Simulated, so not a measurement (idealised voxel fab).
process module | voxel ribs on slabs
It is cross-section cut that appears here, measuring 280 nm in width, its square cells being 5 nm in size.
Cross-sections here: square-cell grids, written as top-down lists of bands, a band being one or more rows of cells.
Quick guide to a band line: top height, bottom height (nm) up front; then every material left to right with its width in nm. Only one material and it's marked "edge to edge"? Then it fills the band edge to edge. And "blank" just means empty space.
Height datum 0, below which the as-received substrate wafer is one material. Lowest band open at the bottom, running downward: "0 nm and below".
Width "30..40": first value at the band's top row of cells, second value at its bottom row, equal change from row to row.
Key: "nothing different" - step with no changed cell in the cross-section.
Each empty space that has no open way to the top and spans at least 8 cells appears under "Unvented cavities" as width x height at distance, the distance counted from the left edge, all in nm.
Whatever follows a step's settings on its line is a remark the simulator itself makes about that step.
The line of a step may include "overlay nm". On a step with a mask, this value is how far to the right of its planned place the mask lay. A negative value means the mask lay to the left.
PLAN
1) RECEIVE | material Si
2) DIRECTIONAL_DEP | material SiO2 | thk nm 25
3) DIRECTIONAL_DEP | material SiN | thk nm 25
4) DIRECTIONAL_DEP | material aC | thk nm 15
5) PATTERN | tone cover | mask id RIB | material resist | width nm 30 | thk nm 30 | overlay nm 0
6) DIRECTIONAL_ETCH | etch materials aC | depth nm 15
7) STRIP | etch materials resist
8) DIRECTIONAL_ETCH | etch materials SiN | depth nm 15
9) STRIP | etch materials aC
10) PATTERN | tone cover | mask id SLAB | material resist | width nm 60 | thk nm 20 | overlay nm 0
11) DIRECTIONAL_ETCH | etch materials SiN | depth nm 10
12) STRIP | etch materials resist
13) FILL_DEP | material SiO2 | thk nm 20
14) CMP | height nm 60
15) DIRECTIONAL_DEP | material TiN | thk nm 5
16) MASKED_ETCH | tone cover | mask id HEATER | width nm 40 | etch materials TiN | depth nm 5 | overlay nm 0
17) CONFORMAL_DEP | material SiN | thk nm 5
THE FIRST OF THE TWO WAFERS, WHICH RAN AS PLANNED
INCOMING WAFER, CROSS-SECTIONAL VIEW, POST STEP 1
    0 nm and below = Si edge to edge
    Unvented cavities: none
CROSS-SECTIONAL REPRESENTATION OF THE WAFER AT THE CONCLUSION OF STEP 2
    25 nm to 0 nm = SiO2 edge to edge
    For the remainder of the cross-section, below 0, there is no change.
CROSS-SECTIONAL REPRESENTATION OF THE WAFER AT THE CONCLUSION OF STEP 3
    50 nm to 25 nm = SiN edge to edge
    For the remainder of the cross-section, below 25, there is no change.
CROSS-SECTIONAL REPRESENTATION OF THE WAFER AT THE CONCLUSION OF STEP 4
    65 nm to 50 nm = aC edge to edge
    For the remainder of the cross-section, below 50, there is no change.
CROSS-SECTIONAL REPRESENTATION OF THE WAFER AT THE CONCLUSION OF STEP 5
    95 nm to 65 nm = 125 nm blank, then 30 nm resist, then 125 nm blank
    For the remainder of the cross-section, below 65, there is no change.
CROSS-SECTIONAL REPRESENTATION OF THE WAFER AT THE CONCLUSION OF STEP 6
    80 nm to 65 nm = 125 nm blank, then 30 nm resist, then 125 nm blank
    65 nm to 50 nm = 125 nm blank, then 30 nm aC, then 125 nm blank
    For the remainder of the cross-section, below 50, there is no change.
CROSS-SECTIONAL REPRESENTATION OF THE WAFER AT THE CONCLUSION OF STEP 7
    65 nm to 50 nm = 125 nm blank, then 30 nm aC, then 125 nm blank
    For the remainder of the cross-section, below 50, there is no change.
CROSS-SECTIONAL REPRESENTATION OF THE WAFER AT THE CONCLUSION OF STEP 8
    65 nm to 50 nm = 125 nm blank, then 30 nm aC, then 125 nm blank
    50 nm to 35 nm = 125 nm blank, then 30 nm SiN, then 125 nm blank
    For the remainder of the cross-section, below 35, there is no change.
CROSS-SECTIONAL REPRESENTATION OF THE WAFER AT THE CONCLUSION OF STEP 9
    50 nm to 35 nm = 125 nm blank, then 30 nm SiN, then 125 nm blank
    For the remainder of the cross-section, below 35, there is no change.
CROSS-SECTIONAL REPRESENTATION OF THE WAFER AT THE CONCLUSION OF STEP 10
    70 nm to 50 nm = 110 nm blank, then 60 nm resist, then 110 nm blank
    50 nm to 35 nm = 110 nm blank, then 15 nm resist, then 30 nm SiN, then 15 nm resist, then 110 nm blank
    For the remainder of the cross-section, below 35, there is no change.
CROSS-SECTIONAL REPRESENTATION OF THE WAFER AT THE CONCLUSION OF STEP 11
    70 nm to 50 nm = 110 nm blank, then 60 nm resist, then 110 nm blank
    50 nm to 35 nm = 110 nm blank, then 15 nm resist, then 30 nm SiN, then 15 nm resist, then 110 nm blank
    35 nm to 25 nm = 110 nm blank, then 60 nm SiN, then 110 nm blank
    For the remainder of the cross-section, below 25, there is no change.
CROSS-SECTIONAL REPRESENTATION OF THE WAFER AT THE CONCLUSION OF STEP 12
    50 nm to 35 nm = 125 nm blank, then 30 nm SiN, then 125 nm blank
    For the remainder of the cross-section, below 35, there is no change.
CROSS-SECTIONAL REPRESENTATION OF THE WAFER AT THE CONCLUSION OF STEP 13
    70 nm to 50 nm = SiO2 edge to edge
    50 nm to 35 nm = 125 nm SiO2, then 30 nm SiN, then 125 nm SiO2
    35 nm to 25 nm = 110 nm SiO2, then 60 nm SiN, then 110 nm SiO2
    For the remainder of the cross-section, below 25, there is no change.
CROSS-SECTIONAL REPRESENTATION OF THE WAFER AT THE CONCLUSION OF STEP 14
    60 nm to 50 nm = SiO2 edge to edge
    For the remainder of the cross-section, below 50, there is no change.
CROSS-SECTIONAL REPRESENTATION OF THE WAFER AT THE CONCLUSION OF STEP 15
    65 nm to 60 nm = TiN edge to edge
    For the remainder of the cross-section, below 60, there is no change.
CROSS-SECTIONAL REPRESENTATION OF THE WAFER AT THE CONCLUSION OF STEP 16
    65 nm to 60 nm = 120 nm blank, then 40 nm TiN, then 120 nm blank
    For the remainder of the cross-section, below 60, there is no change.
CROSS-SECTIONAL REPRESENTATION OF THE WAFER AT THE CONCLUSION OF STEP 17
    70 nm to 65 nm = 115 nm blank, then 50 nm SiN, then 115 nm blank
    65 nm to 60 nm = 120 nm SiN, then 40 nm TiN, then 120 nm SiN
    For the remainder of the cross-section, below 60, there is no change.
SECOND WAFER: LIKE START, LIKE PLAN, ONE MISTAKE. THROUGH STEP 2 IT MATCHES THE FIRST WAFER
THE SECOND WAFER CUT THROUGH, AT THE TIME STEP 3 WAS SUPPOSED TO BE FINISHED
    75 nm to 25 nm = SiN edge to edge
    For the remainder of the cross-section, below 25, there is no change.
THE SECOND WAFER CUT THROUGH, AT THE TIME STEP 4 WAS SUPPOSED TO BE FINISHED
    90 nm to 75 nm = aC edge to edge
    For the remainder of the cross-section, below 75, there is no change.
THE SECOND WAFER CUT THROUGH, AT THE TIME STEP 5 WAS SUPPOSED TO BE FINISHED
    120 nm to 90 nm = 125 nm blank, then 30 nm resist, then 125 nm blank
    For the remainder of the cross-section, below 90, there is no change.
THE SECOND WAFER CUT THROUGH, AT THE TIME STEP 6 WAS SUPPOSED TO BE FINISHED
    105 nm to 90 nm = 125 nm blank, then 30 nm resist, then 125 nm blank
    90 nm to 75 nm = 125 nm blank, then 30 nm aC, then 125 nm blank
    For the remainder of the cross-section, below 75, there is no change.
THE SECOND WAFER CUT THROUGH, AT THE TIME STEP 7 WAS SUPPOSED TO BE FINISHED
    90 nm to 75 nm = 125 nm blank, then 30 nm aC, then 125 nm blank
    For the remainder of the cross-section, below 75, there is no change.
THE SECOND WAFER CUT THROUGH, AT THE TIME STEP 8 WAS SUPPOSED TO BE FINISHED
    90 nm to 75 nm = 125 nm blank, then 30 nm aC, then 125 nm blank
    75 nm to 60 nm = 125 nm blank, then 30 nm SiN, then 125 nm blank
    For the remainder of the cross-section, below 60, there is no change.
THE SECOND WAFER CUT THROUGH, AT THE TIME STEP 9 WAS SUPPOSED TO BE FINISHED
    75 nm to 60 nm = 125 nm blank, then 30 nm SiN, then 125 nm blank
    For the remainder of the cross-section, below 60, there is no change.
THE SECOND WAFER CUT THROUGH, AT THE TIME STEP 10 WAS SUPPOSED TO BE FINISHED
    95 nm to 75 nm = 110 nm blank, then 60 nm resist, then 110 nm blank
    75 nm to 60 nm = 110 nm blank, then 15 nm resist, then 30 nm SiN, then 15 nm resist, then 110 nm blank
    For the remainder of the cross-section, below 60, there is no change.
THE SECOND WAFER CUT THROUGH, AT THE TIME STEP 11 WAS SUPPOSED TO BE FINISHED
    95 nm to 75 nm = 110 nm blank, then 60 nm resist, then 110 nm blank
    75 nm to 60 nm = 110 nm blank, then 15 nm resist, then 30 nm SiN, then 15 nm resist, then 110 nm blank
    60 nm to 50 nm = 110 nm blank, then 60 nm SiN, then 110 nm blank
    For the remainder of the cross-section, below 50, there is no change.
THE SECOND WAFER CUT THROUGH, AT THE TIME STEP 12 WAS SUPPOSED TO BE FINISHED
    75 nm to 60 nm = 125 nm blank, then 30 nm SiN, then 125 nm blank
    For the remainder of the cross-section, below 60, there is no change.
THE SECOND WAFER CUT THROUGH, AT THE TIME STEP 13 WAS SUPPOSED TO BE FINISHED
    95 nm to 75 nm = SiO2 edge to edge
    75 nm to 60 nm = 125 nm SiO2, then 30 nm SiN, then 125 nm SiO2
    60 nm to 50 nm = 110 nm SiO2, then 60 nm SiN, then 110 nm SiO2
    For the remainder of the cross-section, below 50, there is no change.
THE SECOND WAFER CUT THROUGH, AT THE TIME STEP 14 WAS SUPPOSED TO BE FINISHED
    60 nm to 50 nm = 110 nm SiO2, then 60 nm SiN, then 110 nm SiO2
    For the remainder of the cross-section, below 50, there is no change.
THE SECOND WAFER CUT THROUGH, AT THE TIME STEP 15 WAS SUPPOSED TO BE FINISHED
    65 nm to 60 nm = TiN edge to edge
    For the remainder of the cross-section, below 60, there is no change.
THE SECOND WAFER CUT THROUGH, AT THE TIME STEP 16 WAS SUPPOSED TO BE FINISHED
    65 nm to 60 nm = 120 nm blank, then 40 nm TiN, then 120 nm blank
    For the remainder of the cross-section, below 60, there is no change.
THE SECOND WAFER CUT THROUGH, AT THE TIME STEP 17 WAS SUPPOSED TO BE FINISHED
    70 nm to 65 nm = 115 nm blank, then 50 nm SiN, then 115 nm blank
    65 nm to 60 nm = 120 nm SiN, then 40 nm TiN, then 120 nm SiN
    For the remainder of the cross-section, below 60, there is no change.
So what did we get wrong on this run? step 3 of the plan was performed twice
Counted in cells at the end, the second wafer holds more or fewer of these materials than the first: 262 more of SiN | 262 fewer of SiO2
